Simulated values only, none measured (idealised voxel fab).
A process module follows: voxel plated lines.
The cross-section shown here is cut; it is 255 nm wide and divided into square cells measuring 5 nm on a side.
How to read a cross-section here: the picture is a grid of square cells, written as bands going from the top down, and any band can span one or more rows of cells. Within each band entry, the heights of the top and of the bottom of the band appear first, in that order and in nm; the materials of the band then follow from left to right, each with its corresponding width in nm. The designation "everywhere" on a single material indicates that it fills the band from edge to edge; the designation "empty" indicates empty space. Heights are expressed relative to 0, this being the level below which the as-received wafer comprises one material exclusively. The lowest band is unbounded in the downward direction and is denoted as in "0 -> down". Think of "30 to 40" as a width that walks from the first number to the second as you go down the band, top row to bottom row, taking equal-sized steps from row to row. Take "nothing altered" at face value: in the step it is given for, the cross-section changed in none of its cells. Closed empty spaces (no open way to the top) of 8 cells or more are what "Voids, sealed" lists, each as width x height at distance from the left edge, nm for all three. On a step's line, text after the settings is the simulator commenting on that step. overlay nm: mask offset rightward from planned place, masked step; negative means leftward offset.
**Planned step list for the process**
1) RECEIVE: material Si
2) CONFORMAL_DEP: material Al2O3, thk nm 10
3) DIRECTIONAL_DEP: material TiN, thk nm 5
4) PATTERN: tone open, mask id LINES, material resist, width nm 20, pitch nm 50, thk nm 20, overlay nm -15
5) EPI: material Ru, thk nm 5
6) STRIP: etch materials resist
7) DIRECTIONAL_ETCH: etch materials TiN, depth nm 5
8) CONFORMAL_DEP: material SiCN, thk nm 5
Wafers differ in overlay nm at step 4; plan lists the first wafer's value; identical starting state.
**As-received state after step 1, first of several wafers, cross-section**
- 0 -> down  Si everywhere
- Voids, sealed: none
**Take any row and you have a wafer at the end of the module: how many cells of each material it has gained (+) or lost (-) since it was received, and then its closed voids**
overlay nm -15 | +102 Al2O3 | +8 Ru | +59 SiCN | +8 TiN | Voids, sealed: none
overlay nm -10 | +102 Al2O3 | +8 Ru | +59 SiCN | +8 TiN | Voids, sealed: none
overlay nm -5 | +102 Al2O3 | +8 Ru | +59 SiCN | +8 TiN | Voids, sealed: none
overlay nm 0 | +102 Al2O3 | +8 Ru | +59 SiCN | +8 TiN | Voids, sealed: none
overlay nm 5 | +102 Al2O3 | +8 Ru | +59 SiCN | +8 TiN | Voids, sealed: none
overlay nm 10 | +102 Al2O3 | +8 Ru | +59 SiCN | +8 TiN | Voids, sealed: none
overlay nm 15 | +102 Al2O3 | +8 Ru | +59 SiCN | +8 TiN | Voids, sealed: none
